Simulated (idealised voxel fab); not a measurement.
The following is a process module called voxel wiring stack.
Xsec cut, 240 nm wide, square cell size 5 nm.
Cross-sections here: square-cell grids, written as top-down lists of bands, a band being one or more rows of cells.
Heights first: top, then bottom, in nm. Then materials, left to right, each with a width in nm. "throughout" on a single material: fills the band edge to edge. "air": empty space.
Heights are expressed relative to 0, this being the level below which the as-received wafer comprises one material exclusively. The lowest band is unbounded in the downward direction and is denoted as in "from 0 down".
Note: "30 to 40" means the width goes from the first number (top row of the band) to the second number (bottom row) in equal steps per row of cells.
For the purposes of this document, the phrase "everything unchanged" attached to a step denotes that no cell within the cross-section was modified by that step.
Closed voids list: empty space of 8 cells or more with no open way to the top, each as width x height at its distance from the left edge, in nm
Whatever follows a step's settings on its line is a remark the simulator itself makes about that step.
Steps that use a mask can have "overlay nm" on their line. It says how far the mask sat to the right of where it was meant to be. Negative means to the left.
### The planned process steps are enumerated hereunder
| 1 | RECEIVE, material Si |
| 2 | CONFORMAL_DEP, material SiO2, thk nm 10 |
| 3 | CONFORMAL_DEP, material SiN, thk nm 5 |
| 4 | DIRECTIONAL_DEP, material lowk, thk nm 15 |
| 5 | MASKED_ETCH, tone open, mask id METAL_1, width nm 30, pitch nm 45, etch materials lowk, depth nm 15, overlay nm 0 |
| 6 | MASKED_ETCH, tone open, mask id METAL_1, width nm 30, pitch nm 45, etch materials SiN, depth nm 5, overlay nm 0 |
| 7 | CONFORMAL_DEP, material TiN, thk nm 5 |
| 8 | FILL_DEP, material Cu, thk nm 5 |
| 9 | CMP, height nm 30 |
| 10 | CONFORMAL_DEP, material SiCN, thk nm 5 |
| 11 | DIRECTIONAL_DEP, material SiO2, thk nm 10 |
| 12 | PATTERN, tone open, mask id PLUG_1, material resist, width nm 15, pitch nm 45, thk nm 20, overlay nm 0 |
| 13 | DIRECTIONAL_ETCH, etch materials SiO2, depth nm 10 |
| 14 | DIRECTIONAL_ETCH, etch materials SiCN, depth nm 5 |
| 15 | STRIP, etch materials resist |
| 16 | CONFORMAL_DEP, material TiN, thk nm 5 |
| 17 | FILL_DEP, material W, thk nm 5 |
| 18 | CMP, height nm 45 |
| 19 | DIRECTIONAL_DEP, material TiN, thk nm 5 |
| 20 | DIRECTIONAL_DEP, material W, thk nm 15 |
| 21 | PATTERN, tone cover, mask id METAL_2, material resist, width nm 30, pitch nm 45, thk nm 20, overlay nm 0 |
| 22 | DIRECTIONAL_ETCH, etch materials W, depth nm 15 |
| 23 | DIRECTIONAL_ETCH, etch materials TiN, depth nm 5 |
| 24 | STRIP, etch materials resist |
| 25 | FILL_DEP, material lowk, thk nm 10 |
| 26 | CMP, height nm 65 |
| 27 | CONFORMAL_DEP, material SiCN, thk nm 5 |
| 28 | DIRECTIONAL_DEP, material lowk, thk nm 10 |
| 29 | PATTERN, tone open, mask id PLUG_2, material resist, width nm 15, pitch nm 90, thk nm 15, overlay nm 0 |
| 30 | DIRECTIONAL_ETCH, etch materials lowk, depth nm 10 |
| 31 | DIRECTIONAL_ETCH, etch materials SiCN, depth nm 5 |
| 32 | STRIP, etch materials resist |
| 33 | EPI, material Ru, thk nm 10 |
| 34 | EPI, material Ru, thk nm 5 |
| 35 | CONFORMAL_DEP, material SiCN, thk nm 5 |
| 36 | DIRECTIONAL_DEP, material SiO2, thk nm 20 |
| 37 | MASKED_ETCH, tone open, mask id METAL_3, width nm 30, pitch nm 45, etch materials SiO2, depth nm 20, overlay nm 0 |
| 38 | MASKED_ETCH, tone open, mask id METAL_3, width nm 30, pitch nm 45, etch materials SiCN, depth nm 5, overlay nm 0 |
| 39 | CONFORMAL_DEP, material TiN, thk nm 5 |
| 40 | FILL_DEP, material Cu, thk nm 10 |
| 41 | CMP, height nm 105 |
| 42 | CONFORMAL_DEP, material SiCN, thk nm 5 |
| 43 | DIRECTIONAL_DEP, material lowk, thk nm 35 |
| 44 | MASKED_ETCH, tone open, mask id METAL_4, width nm 30, pitch nm 45, etch materials lowk, depth nm 20, overlay nm 0 |
| 45 | MASKED_ETCH, tone open, mask id METAL_4_HOLES, width nm 15, pitch nm 45, etch materials lowk, depth nm 15, overlay nm 0 |
| 46 | MASKED_ETCH, tone open, mask id METAL_4_HOLES, width nm 15, pitch nm 45, etch materials SiCN, depth nm 5, overlay nm 0 |
| 47 | CONFORMAL_DEP, material TiN, thk nm 5 |
| 48 | FILL_DEP, material Cu, thk nm 5 |
| 49 | CMP, height nm 145 |
| 50 | CONFORMAL_DEP, material SiN, thk nm 5 |
### The following pertains to the first of two wafers, which was processed as planned
### So this is the incoming wafer in cross-section - it's already been through step 1
  from 0 down: Si throughout
  Closed voids list: none
### The wafer in cross-section once step 2 is complete
  from 10 to 0: SiO2 throughout
  Beneath the level 0, the cross-section is identical to its previous state.
### The wafer in cross-section once step 3 is complete
  from 15 to 10: SiN throughout
  Beneath the level 10, the cross-section is identical to its previous state.
### The wafer in cross-section once step 4 is complete
  from 30 to 15: lowk throughout
  Beneath the level 15, the cross-section is identical to its previous state.
### The wafer in cross-section once step 5 is complete
  from 30 to 15: 60 nm lowk, then 30 nm air, then 15 nm lowk, then 30 nm air, then 15 nm lowk, then 30 nm air, then 60 nm lowk
  Beneath the level 15, the cross-section is identical to its previous state.
### The wafer in cross-section once step 6 is complete
  from 30 to 15: 60 nm lowk, then 30 nm air, then 15 nm lowk, then 30 nm air, then 15 nm lowk, then 30 nm air, then 60 nm lowk
  from 15 to 10: 60 nm SiN, then 30 nm air, then 15 nm SiN, then 30 nm air, then 15 nm SiN, then 30 nm air, then 60 nm SiN
  Beneath the level 10, the cross-section is identical to its previous state.
### The wafer in cross-section once step 7 is complete
  from 35 to 30: 65 nm TiN, then 20 nm air, then 25 nm TiN, then 20 nm air, then 25 nm TiN, then 20 nm air, then 65 nm TiN
  from 30 to 15: 60 nm lowk, then 5 nm TiN, then 20 nm air, then 5 nm TiN, then 15 nm lowk, then 5 nm TiN, then 20 nm air, then 5 nm TiN, then 15 nm lowk, then 5 nm TiN, then 20 nm air, then 5 nm TiN, then 60 nm lowk
  from 15 to 10: 60 nm SiN, then 30 nm TiN, then 15 nm SiN, then 30 nm TiN, then 15 nm SiN, then 30 nm TiN, then 60 nm SiN
  Beneath the level 10, the cross-section is identical to its previous state.
### The wafer in cross-section once step 8 is complete
  from 40 to 35: Cu throughout
  from 35 to 30: 65 nm TiN, then 20 nm Cu, then 25 nm TiN, then 20 nm Cu, then 25 nm TiN, then 20 nm Cu, then 65 nm TiN
  from 30 to 15: 60 nm lowk, then 5 nm TiN, then 20 nm Cu, then 5 nm TiN, then 15 nm lowk, then 5 nm TiN, then 20 nm Cu, then 5 nm TiN, then 15 nm lowk, then 5 nm TiN, then 20 nm Cu, then 5 nm TiN, then 60 nm lowk
  Beneath the level 15, the cross-section is identical to its previous state.
### The wafer in cross-section once step 9 is complete
  from 30 to 15: 60 nm lowk, then 5 nm TiN, then 20 nm Cu, then 5 nm TiN, then 15 nm lowk, then 5 nm TiN, then 20 nm Cu, then 5 nm TiN, then 15 nm lowk, then 5 nm TiN, then 20 nm Cu, then 5 nm TiN, then 60 nm lowk
  Beneath the level 15, the cross-section is identical to its previous state.
### The wafer in cross-section once step 10 is complete
  from 35 to 30: SiCN throughout
  Beneath the level 30, the cross-section is identical to its previous state.
### The wafer in cross-section once step 11 is complete
  from 45 to 35: SiO2 throughout
  Beneath the level 35, the cross-section is identical to its previous state.
### The wafer in cross-section once step 12 is complete
  from 65 to 45: 60 nm resist, then 15 nm air, then 30 nm resist, then 15 nm air, then 30 nm resist, then 15 nm air, then 75 nm resist
  Beneath the level 45, the cross-section is identical to its previous state.
### The wafer in cross-section once step 13 is complete
  from 65 to 45: 60 nm resist, then 15 nm air, then 30 nm resist, then 15 nm air, then 30 nm resist, then 15 nm air, then 75 nm resist
  from 45 to 35: 60 nm SiO2, then 15 nm air, then 30 nm SiO2, then 15 nm air, then 30 nm SiO2, then 15 nm air, then 75 nm SiO2
  Beneath the level 35, the cross-section is identical to its previous state.
### The wafer in cross-section once step 14 is complete
  from 65 to 45: 60 nm resist, then 15 nm air, then 30 nm resist, then 15 nm air, then 30 nm resist, then 15 nm air, then 75 nm resist
  from 45 to 35: 60 nm SiO2, then 15 nm air, then 30 nm SiO2, then 15 nm air, then 30 nm SiO2, then 15 nm air, then 75 nm SiO2
  from 35 to 30: 60 nm SiCN, then 15 nm air, then 30 nm SiCN, then 15 nm air, then 30 nm SiCN, then 15 nm air, then 75 nm SiCN
  Beneath the level 30, the cross-section is identical to its previous state.
### The wafer in cross-section once step 15 is complete
  from 45 to 35: 60 nm SiO2, then 15 nm air, then 30 nm SiO2, then 15 nm air, then 30 nm SiO2, then 15 nm air, then 75 nm SiO2
  Beneath the level 35, the cross-section is identical to its previous state.
### The wafer in cross-section once step 16 is complete
  from 50 to 45: 65 nm TiN, then 5 nm air, then 40 nm TiN, then 5 nm air, then 40 nm TiN, then 5 nm air, then 80 nm TiN
  from 45 to 35: 60 nm SiO2, then 5 nm TiN, then 5 nm air, then 5 nm TiN, then 30 nm SiO2, then 5 nm TiN, then 5 nm air, then 5 nm TiN, then 30 nm SiO2, then 5 nm TiN, then 5 nm air, then 5 nm TiN, then 75 nm SiO2
  from 35 to 30: 60 nm SiCN, then 15 nm TiN, then 30 nm SiCN, then 15 nm TiN, then 30 nm SiCN, then 15 nm TiN, then 75 nm SiCN
  Beneath the level 30, the cross-section is identical to its previous state.
### The wafer in cross-section once step 17 is complete
  from 55 to 50: W throughout
  from 50 to 45: 65 nm TiN, then 5 nm W, then 40 nm TiN, then 5 nm W, then 40 nm TiN, then 5 nm W, then 80 nm TiN
  from 45 to 35: 60 nm SiO2, then 5 nm TiN, then 5 nm W, then 5 nm TiN, then 30 nm SiO2, then 5 nm TiN, then 5 nm W, then 5 nm TiN, then 30 nm SiO2, then 5 nm TiN, then 5 nm W, then 5 nm TiN, then 75 nm SiO2
  Beneath the level 35, the cross-section is identical to its previous state.
### The wafer in cross-section once step 18 is complete
  from 45 to 35: 60 nm SiO2, then 5 nm TiN, then 5 nm W, then 5 nm TiN, then 30 nm SiO2, then 5 nm TiN, then 5 nm W, then 5 nm TiN, then 30 nm SiO2, then 5 nm TiN, then 5 nm W, then 5 nm TiN, then 75 nm SiO2
  Beneath the level 35, the cross-section is identical to its previous state.
### The wafer in cross-section once step 19 is complete
  from 50 to 45: TiN throughout
  Beneath the level 45, the cross-section is identical to its previous state.
### The wafer in cross-section once step 20 is complete
  from 65 to 50: W throughout
  Beneath the level 50, the cross-section is identical to its previous state.
### The wafer in cross-section once step 21 is complete
  from 85 to 65: 60 nm air, then 30 nm resist, then 15 nm air, then 30 nm resist, then 15 nm air, then 30 nm resist, then 60 nm air
  Beneath the level 65, the cross-section is identical to its previous state.
### The wafer in cross-section once step 22 is complete
  from 85 to 65: 60 nm air, then 30 nm resist, then 15 nm air, then 30 nm resist, then 15 nm air, then 30 nm resist, then 60 nm air
  from 65 to 50: 60 nm air, then 30 nm W, then 15 nm air, then 30 nm W, then 15 nm air, then 30 nm W, then 60 nm air
  Beneath the level 50, the cross-section is identical to its previous state.
### The wafer in cross-section once step 23 is complete
  from 85 to 65: 60 nm air, then 30 nm resist, then 15 nm air, then 30 nm resist, then 15 nm air, then 30 nm resist, then 60 nm air
  from 65 to 50: 60 nm air, then 30 nm W, then 15 nm air, then 30 nm W, then 15 nm air, then 30 nm W, then 60 nm air
  from 50 to 45: 60 nm air, then 30 nm TiN, then 15 nm air, then 30 nm TiN, then 15 nm air, then 30 nm TiN, then 60 nm air
  Beneath the level 45, the cross-section is identical to its previous state.
### The wafer in cross-section once step 24 is complete
  from 65 to 50: 60 nm air, then 30 nm W, then 15 nm air, then 30 nm W, then 15 nm air, then 30 nm W, then 60 nm air
  Beneath the level 50, the cross-section is identical to its previous state.
### The wafer in cross-section once step 25 is complete
  from 75 to 65: lowk throughout
  from 65 to 50: 60 nm lowk, then 30 nm W, then 15 nm lowk, then 30 nm W, then 15 nm lowk, then 30 nm W, then 60 nm lowk
  from 50 to 45: 60 nm lowk, then 30 nm TiN, then 15 nm lowk, then 30 nm TiN, then 15 nm lowk, then 30 nm TiN, then 60 nm lowk
  Beneath the level 45, the cross-section is identical to its previous state.
### The wafer in cross-section once step 26 is complete
  from 65 to 50: 60 nm lowk, then 30 nm W, then 15 nm lowk, then 30 nm W, then 15 nm lowk, then 30 nm W, then 60 nm lowk
  Beneath the level 50, the cross-section is identical to its previous state.
### The wafer in cross-section once step 27 is complete
  from 70 to 65: SiCN throughout
  Beneath the level 65, the cross-section is identical to its previous state.
### The wafer in cross-section once step 28 is complete
  from 80 to 70: lowk throughout
  Beneath the level 70, the cross-section is identical to its previous state.
### The wafer in cross-section once step 29 is complete
  from 95 to 80: 60 nm resist, then 15 nm air, then 75 nm resist, then 15 nm air, then 75 nm resist
  Beneath the level 80, the cross-section is identical to its previous state.
### The wafer in cross-section once step 30 is complete
  from 95 to 80: 60 nm resist, then 15 nm air, then 75 nm resist, then 15 nm air, then 75 nm resist
  from 80 to 70: 60 nm lowk, then 15 nm air, then 75 nm lowk, then 15 nm air, then 75 nm lowk
  Beneath the level 70, the cross-section is identical to its previous state.
### The wafer in cross-section once step 31 is complete
  from 95 to 80: 60 nm resist, then 15 nm air, then 75 nm resist, then 15 nm air, then 75 nm resist
  from 80 to 70: 60 nm lowk, then 15 nm air, then 75 nm lowk, then 15 nm air, then 75 nm lowk
  from 70 to 65: 60 nm SiCN, then 15 nm air, then 75 nm SiCN, then 15 nm air, then 75 nm SiCN
  Beneath the level 65, the cross-section is identical to its previous state.
### The wafer in cross-section once step 32 is complete
  from 80 to 70: 60 nm lowk, then 15 nm air, then 75 nm lowk, then 15 nm air, then 75 nm lowk
  Beneath the level 70, the cross-section is identical to its previous state.
### The wafer in cross-section once step 33 is complete
  from 80 to 75: 60 nm lowk, then 15 nm air, then 75 nm lowk, then 15 nm air, then 75 nm lowk
  from 75 to 70: 60 nm lowk, then 15 nm Ru, then 75 nm lowk, then 15 nm Ru, then 75 nm lowk
  from 70 to 65: 60 nm SiCN, then 15 nm Ru, then 75 nm SiCN, then 15 nm Ru, then 75 nm SiCN
  Beneath the level 65, the cross-section is identical to its previous state.
### The wafer in cross-section once step 34 is complete
  from 80 to 70: 60 nm lowk, then 15 nm Ru, then 75 nm lowk, then 15 nm Ru, then 75 nm lowk
  Beneath the level 70, the cross-section is identical to its previous state.
### The wafer in cross-section once step 35 is complete
  from 85 to 80: SiCN throughout
  Beneath the level 80, the cross-section is identical to its previous state.
### The wafer in cross-section once step 36 is complete
  from 105 to 85: SiO2 throughout
  Beneath the level 85, the cross-section is identical to its previous state.
### The wafer in cross-section once step 37 is complete
  from 105 to 85: 60 nm SiO2, then 30 nm air, then 15 nm SiO2, then 30 nm air, then 15 nm SiO2, then 30 nm air, then 60 nm SiO2
  Beneath the level 85, the cross-section is identical to its previous state.
### The wafer in cross-section once step 38 is complete
  from 105 to 85: 60 nm SiO2, then 30 nm air, then 15 nm SiO2, then 30 nm air, then 15 nm SiO2, then 30 nm air, then 60 nm SiO2
  from 85 to 80: 60 nm SiCN, then 30 nm air, then 15 nm SiCN, then 30 nm air, then 15 nm SiCN, then 30 nm air, then 60 nm SiCN
  Beneath the level 80, the cross-section is identical to its previous state.
### The wafer in cross-section once step 39 is complete
  from 110 to 105: 65 nm TiN, then 20 nm air, then 25 nm TiN, then 20 nm air, then 25 nm TiN, then 20 nm air, then 65 nm TiN
  from 105 to 85: 60 nm SiO2, then 5 nm TiN, then 20 nm air, then 5 nm TiN, then 15 nm SiO2, then 5 nm TiN, then 20 nm air, then 5 nm TiN, then 15 nm SiO2, then 5 nm TiN, then 20 nm air, then 5 nm TiN, then 60 nm SiO2
  from 85 to 80: 60 nm SiCN, then 30 nm TiN, then 15 nm SiCN, then 30 nm TiN, then 15 nm SiCN, then 30 nm TiN, then 60 nm SiCN
  Beneath the level 80, the cross-section is identical to its previous state.
### The wafer in cross-section once step 40 is complete
  from 120 to 110: Cu throughout
  from 110 to 105: 65 nm TiN, then 20 nm Cu, then 25 nm TiN, then 20 nm Cu, then 25 nm TiN, then 20 nm Cu, then 65 nm TiN
  from 105 to 85: 60 nm SiO2, then 5 nm TiN, then 20 nm Cu, then 5 nm TiN, then 15 nm SiO2, then 5 nm TiN, then 20 nm Cu, then 5 nm TiN, then 15 nm SiO2, then 5 nm TiN, then 20 nm Cu, then 5 nm TiN, then 60 nm SiO2
  Beneath the level 85, the cross-section is identical to its previous state.
### The wafer in cross-section once step 41 is complete
  from 105 to 85: 60 nm SiO2, then 5 nm TiN, then 20 nm Cu, then 5 nm TiN, then 15 nm SiO2, then 5 nm TiN, then 20 nm Cu, then 5 nm TiN, then 15 nm SiO2, then 5 nm TiN, then 20 nm Cu, then 5 nm TiN, then 60 nm SiO2
  Beneath the level 85, the cross-section is identical to its previous state.
### The wafer in cross-section once step 42 is complete
  from 110 to 105: SiCN throughout
  Beneath the level 105, the cross-section is identical to its previous state.
### The wafer in cross-section once step 43 is complete
  from 145 to 110: lowk throughout
  Beneath the level 110, the cross-section is identical to its previous state.
### The wafer in cross-section once step 44 is complete
  from 145 to 125: 60 nm lowk, then 30 nm air, then 15 nm lowk, then 30 nm air, then 15 nm lowk, then 30 nm air, then 60 nm lowk
  Beneath the level 125, the cross-section is identical to its previous state.
### The wafer in cross-section once step 45 is complete
  from 145 to 125: 60 nm lowk, then 30 nm air, then 15 nm lowk, then 30 nm air, then 15 nm lowk, then 30 nm air, then 60 nm lowk
  from 125 to 110: 60 nm lowk, then 15 nm air, then 30 nm lowk, then 15 nm air, then 30 nm lowk, then 15 nm air, then 75 nm lowk
  Beneath the level 110, the cross-section is identical to its previous state.
### The wafer in cross-section once step 46 is complete
  from 145 to 125: 60 nm lowk, then 30 nm air, then 15 nm lowk, then 30 nm air, then 15 nm lowk, then 30 nm air, then 60 nm lowk
  from 125 to 110: 60 nm lowk, then 15 nm air, then 30 nm lowk, then 15 nm air, then 30 nm lowk, then 15 nm air, then 75 nm lowk
  from 110 to 105: 60 nm SiCN, then 15 nm air, then 30 nm SiCN, then 15 nm air, then 30 nm SiCN, then 15 nm air, then 75 nm SiCN
  Beneath the level 105, the cross-section is identical to its previous state.
### The wafer in cross-section once step 47 is complete
  from 150 to 145: 65 nm TiN, then 20 nm air, then 25 nm TiN, then 20 nm air, then 25 nm TiN, then 20 nm air, then 65 nm TiN
  from 145 to 130: 60 nm lowk, then 5 nm TiN, then 20 nm air, then 5 nm TiN, then 15 nm lowk, then 5 nm TiN, then 20 nm air, then 5 nm TiN, then 15 nm lowk, then 5 nm TiN, then 20 nm air, then 5 nm TiN, then 60 nm lowk
  from 130 to 125: 60 nm lowk, then 5 nm TiN, then 5 nm air, then 20 nm TiN, then 15 nm lowk, then 5 nm TiN, then 5 nm air, then 20 nm TiN, then 15 nm lowk, then 5 nm TiN, then 5 nm air, then 20 nm TiN, then 60 nm lowk
  from 125 to 110: 60 nm lowk, then 5 nm TiN, then 5 nm air, then 5 nm TiN, then 30 nm lowk, then 5 nm TiN, then 5 nm air, then 5 nm TiN, then 30 nm lowk, then 5 nm TiN, then 5 nm air, then 5 nm TiN, then 75 nm lowk
  from 110 to 105: 60 nm SiCN, then 15 nm TiN, then 30 nm SiCN, then 15 nm TiN, then 30 nm SiCN, then 15 nm TiN, then 75 nm SiCN
  Beneath the level 105, the cross-section is identical to its previous state.
### The wafer in cross-section once step 48 is complete
  from 155 to 150: Cu throughout
  from 150 to 145: 65 nm TiN, then 20 nm Cu, then 25 nm TiN, then 20 nm Cu, then 25 nm TiN, then 20 nm Cu, then 65 nm TiN
  from 145 to 130: 60 nm lowk, then 5 nm TiN, then 20 nm Cu, then 5 nm TiN, then 15 nm lowk, then 5 nm TiN, then 20 nm Cu, then 5 nm TiN, then 15 nm lowk, then 5 nm TiN, then 20 nm Cu, then 5 nm TiN, then 60 nm lowk
  from 130 to 125: 60 nm lowk, then 5 nm TiN, then 5 nm Cu, then 20 nm TiN, then 15 nm lowk, then 5 nm TiN, then 5 nm Cu, then 20 nm TiN, then 15 nm lowk, then 5 nm TiN, then 5 nm Cu, then 20 nm TiN, then 60 nm lowk
  from 125 to 110: 60 nm lowk, then 5 nm TiN, then 5 nm Cu, then 5 nm TiN, then 30 nm lowk, then 5 nm TiN, then 5 nm Cu, then 5 nm TiN, then 30 nm lowk, then 5 nm TiN, then 5 nm Cu, then 5 nm TiN, then 75 nm lowk
  Beneath the level 110, the cross-section is identical to its previous state.
### The wafer in cross-section once step 49 is complete
  from 145 to 130: 60 nm lowk, then 5 nm TiN, then 20 nm Cu, then 5 nm TiN, then 15 nm lowk, then 5 nm TiN, then 20 nm Cu, then 5 nm TiN, then 15 nm lowk, then 5 nm TiN, then 20 nm Cu, then 5 nm TiN, then 60 nm lowk
  Beneath the level 130, the cross-section is identical to its previous state.
### The wafer in cross-section once step 50 is complete
  from 150 to 145: SiN throughout
  Beneath the level 145, the cross-section is identical to its previous state.
### What follows concerns the second wafer, which started out like the first and was meant to follow the very same plan; one mistake crept in when it was run, but everything up to and including step 36 is the same as for the first wafer
### Here is the second wafer in cross-section at the point where step 37 of the plan should have been done
  from 105 to 85: 60 nm air, then 30 nm SiO2, then 15 nm air, then 30 nm SiO2, then 15 nm air, then 30 nm SiO2, then 60 nm air
  Beneath the level 85, the cross-section is identical to its previous state.
Here is the second wafer in cross-section at the point where step 38 of the plan should have been done: everything unchanged
### Here is the second wafer in cross-section at the point where step 39 of the plan should have been done
  from 110 to 105: 55 nm air, then 40 nm TiN, then 5 nm air, then 40 nm TiN, then 5 nm air, then 40 nm TiN, then 55 nm air
  from 105 to 90: 55 nm air, then 5 nm TiN, then 30 nm SiO2, then 5 nm TiN, then 5 nm air, then 5 nm TiN, then 30 nm SiO2, then 5 nm TiN, then 5 nm air, then 5 nm TiN, then 30 nm SiO2, then 5 nm TiN, then 55 nm air
  from 90 to 85: 60 nm TiN, then 30 nm SiO2, then 15 nm TiN, then 30 nm SiO2, then 15 nm TiN, then 30 nm SiO2, then 60 nm TiN
  Beneath the level 85, the cross-section is identical to its previous state.
### Here is the second wafer in cross-section at the point where step 40 of the plan should have been done
  from 120 to 110: Cu throughout
  from 110 to 105: 55 nm Cu, then 40 nm TiN, then 5 nm Cu, then 40 nm TiN, then 5 nm Cu, then 40 nm TiN, then 55 nm Cu
  from 105 to 90: 55 nm Cu, then 5 nm TiN, then 30 nm SiO2, then 5 nm TiN, then 5 nm Cu, then 5 nm TiN, then 30 nm SiO2, then 5 nm TiN, then 5 nm Cu, then 5 nm TiN, then 30 nm SiO2, then 5 nm TiN, then 55 nm Cu
  Beneath the level 90, the cross-section is identical to its previous state.
### Here is the second wafer in cross-section at the point where step 41 of the plan should have been done
  from 105 to 90: 55 nm Cu, then 5 nm TiN, then 30 nm SiO2, then 5 nm TiN, then 5 nm Cu, then 5 nm TiN, then 30 nm SiO2, then 5 nm TiN, then 5 nm Cu, then 5 nm TiN, then 30 nm SiO2, then 5 nm TiN, then 55 nm Cu
  Beneath the level 90, the cross-section is identical to its previous state.
### Here is the second wafer in cross-section at the point where step 42 of the plan should have been done
  from 110 to 105: SiCN throughout
  Beneath the level 105, the cross-section is identical to its previous state.
### Here is the second wafer in cross-section at the point where step 43 of the plan should have been done
  from 145 to 110: lowk throughout
  Beneath the level 110, the cross-section is identical to its previous state.
### Here is the second wafer in cross-section at the point where step 44 of the plan should have been done
  from 145 to 125: 60 nm lowk, then 30 nm air, then 15 nm lowk, then 30 nm air, then 15 nm lowk, then 30 nm air, then 60 nm lowk
  Beneath the level 125, the cross-section is identical to its previous state.
### Here is the second wafer in cross-section at the point where step 45 of the plan should have been done
  from 145 to 125: 60 nm lowk, then 30 nm air, then 15 nm lowk, then 30 nm air, then 15 nm lowk, then 30 nm air, then 60 nm lowk
  from 125 to 110: 60 nm lowk, then 15 nm air, then 30 nm lowk, then 15 nm air, then 30 nm lowk, then 15 nm air, then 75 nm lowk
  Beneath the level 110, the cross-section is identical to its previous state.
### Here is the second wafer in cross-section at the point where step 46 of the plan should have been done
  from 145 to 125: 60 nm lowk, then 30 nm air, then 15 nm lowk, then 30 nm air, then 15 nm lowk, then 30 nm air, then 60 nm lowk
  from 125 to 110: 60 nm lowk, then 15 nm air, then 30 nm lowk, then 15 nm air, then 30 nm lowk, then 15 nm air, then 75 nm lowk
  from 110 to 105: 60 nm SiCN, then 15 nm air, then 30 nm SiCN, then 15 nm air, then 30 nm SiCN, then 15 nm air, then 75 nm SiCN
  Beneath the level 105, the cross-section is identical to its previous state.
### Here is the second wafer in cross-section at the point where step 47 of the plan should have been done
  from 150 to 145: 65 nm TiN, then 20 nm air, then 25 nm TiN, then 20 nm air, then 25 nm TiN, then 20 nm air, then 65 nm TiN
  from 145 to 130: 60 nm lowk, then 5 nm TiN, then 20 nm air, then 5 nm TiN, then 15 nm lowk, then 5 nm TiN, then 20 nm air, then 5 nm TiN, then 15 nm lowk, then 5 nm TiN, then 20 nm air, then 5 nm TiN, then 60 nm lowk
  from 130 to 125: 60 nm lowk, then 5 nm TiN, then 5 nm air, then 20 nm TiN, then 15 nm lowk, then 5 nm TiN, then 5 nm air, then 20 nm TiN, then 15 nm lowk, then 5 nm TiN, then 5 nm air, then 20 nm TiN, then 60 nm lowk
  from 125 to 110: 60 nm lowk, then 5 nm TiN, then 5 nm air, then 5 nm TiN, then 30 nm lowk, then 5 nm TiN, then 5 nm air, then 5 nm TiN, then 30 nm lowk, then 5 nm TiN, then 5 nm air, then 5 nm TiN, then 75 nm lowk
  from 110 to 105: 60 nm SiCN, then 15 nm TiN, then 30 nm SiCN, then 15 nm TiN, then 30 nm SiCN, then 15 nm TiN, then 75 nm SiCN
  Beneath the level 105, the cross-section is identical to its previous state.
### Here is the second wafer in cross-section at the point where step 48 of the plan should have been done
  from 155 to 150: Cu throughout
  from 150 to 145: 65 nm TiN, then 20 nm Cu, then 25 nm TiN, then 20 nm Cu, then 25 nm TiN, then 20 nm Cu, then 65 nm TiN
  from 145 to 130: 60 nm lowk, then 5 nm TiN, then 20 nm Cu, then 5 nm TiN, then 15 nm lowk, then 5 nm TiN, then 20 nm Cu, then 5 nm TiN, then 15 nm lowk, then 5 nm TiN, then 20 nm Cu, then 5 nm TiN, then 60 nm lowk
  from 130 to 125: 60 nm lowk, then 5 nm TiN, then 5 nm Cu, then 20 nm TiN, then 15 nm lowk, then 5 nm TiN, then 5 nm Cu, then 20 nm TiN, then 15 nm lowk, then 5 nm TiN, then 5 nm Cu, then 20 nm TiN, then 60 nm lowk
  from 125 to 110: 60 nm lowk, then 5 nm TiN, then 5 nm Cu, then 5 nm TiN, then 30 nm lowk, then 5 nm TiN, then 5 nm Cu, then 5 nm TiN, then 30 nm lowk, then 5 nm TiN, then 5 nm Cu, then 5 nm TiN, then 75 nm lowk
  Beneath the level 110, the cross-section is identical to its previous state.
### Here is the second wafer in cross-section at the point where step 49 of the plan should have been done
  from 145 to 130: 60 nm lowk, then 5 nm TiN, then 20 nm Cu, then 5 nm TiN, then 15 nm lowk, then 5 nm TiN, then 20 nm Cu, then 5 nm TiN, then 15 nm lowk, then 5 nm TiN, then 20 nm Cu, then 5 nm TiN, then 60 nm lowk
  Beneath the level 130, the cross-section is identical to its previous state.
### Here is the second wafer in cross-section at the point where step 50 of the plan should have been done
  from 150 to 145: SiN throughout
  Beneath the level 145, the cross-section is identical to its previous state.
Error vs. plan: step 37 deviated from plan and actually ran as MASKED_ETCH, tone cover, mask id METAL_3, width nm 30, pitch nm 45, etch materials SiO2, depth nm 20, overlay nm 0
Upon completion, the second wafer contains, in terms of cells, a greater or smaller amount of certain materials than the first wafer: 24 more of Cu, 18 more of SiCN, 48 fewer of SiO2, 6 more of TiN
